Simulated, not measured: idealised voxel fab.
The following process module bears the name voxel capacitor over wiring.
Xsec cut, 195 nm wide, square cell size 5 nm.
A cross-section is written here as square cells arranged in a grid, and it is given in bands from the top down, each band taking up one or more rows of cells. Quick guide to a band line: top height, bottom height (nm) up front; then every material left to right with its width in nm. Only one material and it's marked "all across"? Then it fills the band edge to edge. And "air" just means empty space. Counting heights begins at 0, where everything beneath is, in the wafer as received, one material. The lowest band has no bottom; it goes on downwards, as "0 and below" shows. So if you see something like "30..40" for the width, read it as the top row of the band sitting at the first number and the bottom row at the second, with every row in between moving by the same amount as the last. Basically "no change" means that step didn't change any cell in the cross-section. "Fully enclosed voids": sealed empty spaces, 8 cells or more, no open way to top, listed width x height at distance, with distance from the left edge and width, height and distance in nm. On each step's line, the part that comes after the settings is the simulator's own comment on the step. "overlay nm" denotes, for a step that has a mask, the displacement of the mask to the right of its planned place, with negative values corresponding to the left.
PLANNED PROCESS STEPS
1) RECEIVE: material Si
2) CONFORMAL_DEP: material SiO2, thk nm 15
3) DIRECTIONAL_DEP: material TiN, thk nm 5
4) DIRECTIONAL_DEP: material W, thk nm 15
5) DIRECTIONAL_DEP: material aC, thk nm 15
6) PATTERN: tone cover, mask id METAL_1, material resist, width nm 20, pitch nm 75, thk nm 35, overlay nm 0
7) DIRECTIONAL_ETCH: etch materials aC, depth nm 15
8) STRIP: etch materials resist
9) DIRECTIONAL_ETCH: etch materials W, depth nm 15
10) DIRECTIONAL_ETCH: etch materials TiN, depth nm 5
11) STRIP: etch materials aC
12) CONFORMAL_DEP: material SiCN, thk nm 5
13) FILL_DEP: material lowk, thk nm 5
14) CMP: height nm 35
15) CONFORMAL_DEP: material SiCN, thk nm 5
16) DIRECTIONAL_DEP: material lowk, thk nm 10
17) DIRECTIONAL_DEP: material aC, thk nm 15
18) PATTERN: tone open, mask id PLUG_1, material resist, width nm 15, thk nm 35, overlay nm 0
19) DIRECTIONAL_ETCH: etch materials aC, depth nm 15
20) STRIP: etch materials resist
21) DIRECTIONAL_ETCH: etch materials lowk, depth nm 10
22) DIRECTIONAL_ETCH: etch materials SiCN, depth nm 5
23) STRIP: etch materials aC
24) EPI: material Ru, thk nm 10
25) EPI: material Ru, thk nm 5
26) DIRECTIONAL_DEP: material TiN, thk nm 5
27) DIRECTIONAL_DEP: material Al2O3, thk nm 5
28) DIRECTIONAL_DEP: material TiN, thk nm 10
29) MASKED_ETCH: tone cover, mask id UPPER_PLATE, width nm 60, etch materials TiN, depth nm 10, overlay nm 0
30) MASKED_ETCH: tone cover, mask id UPPER_PLATE, width nm 60, etch materials Al2O3, depth nm 5, overlay nm 0
31) DIRECTIONAL_DEP: material aC, thk nm 15
32) PATTERN: tone cover, mask id LOWER_PLATE, material resist, width nm 70, thk nm 30, overlay nm 0
33) DIRECTIONAL_ETCH: etch materials aC, depth nm 15
34) STRIP: etch materials resist
35) DIRECTIONAL_ETCH: etch materials TiN, depth nm 5
36) STRIP: etch materials aC
37) FILL_DEP: material SiO2, thk nm 20
38) CMP: height nm 85
39) MASKED_ETCH: tone open, mask id PLUG_2, width nm 15, etch materials SiO2, depth nm 15, overlay nm 0
40) CONFORMAL_DEP: material TiN, thk nm 5
41) FILL_DEP: material Cu, thk nm 5
42) CMP: height nm 85
43) CONFORMAL_DEP: material SiCN, thk nm 5
AS RECEIVED, AFTER STEP 1
    0 and below  Si all across
    Fully enclosed voids: none
STARTING STRUCTURE AND PROCESS PLAN ARE AS SHOWN ABOVE, BUT ONE MISTAKE WAS MADE IN RUNNING THE MODULE; THE WAFER CROSS-SECTION AT THE END OF THE MODULE FOLLOWS
    90 down to 85  SiCN all across
    85 down to 75  65 nm SiO2 / 5 nm TiN / 5 nm Cu / 5 nm TiN / 115 nm SiO2
    75 down to 70  65 nm SiO2 / 15 nm TiN / 115 nm SiO2
    70 down to 60  60 nm SiO2 / 55 nm TiN / 80 nm SiO2
    60 down to 55  55 nm SiO2 / 60 nm Al2O3 / 80 nm SiO2
    55 down to 50  50 nm SiO2 / 70 nm TiN / 75 nm SiO2
    50 down to 40  55 nm lowk / 15 nm Ru / 125 nm lowk
    40 down to 35  55 nm SiCN / 15 nm Ru / 125 nm SiCN
    35 down to 20  45 nm lowk / 5 nm SiCN / 20 nm W / 5 nm SiCN / 45 nm lowk / 5 nm SiCN / 20 nm W / 5 nm SiCN / 45 nm lowk
    20 down to 15  50 nm SiCN / 20 nm TiN / 55 nm SiCN / 20 nm TiN / 50 nm SiCN
    15 down to 0  SiO2 all across
    0 and below  Si all across
    Fully enclosed voids: none
What broke from the plan during processing? for step 29, the planned setting was not used; the step was instead run as MASKED_ETCH: tone cover, mask id UPPER_PLATE, width nm 55, etch materials TiN, depth nm 10, overlay nm 0
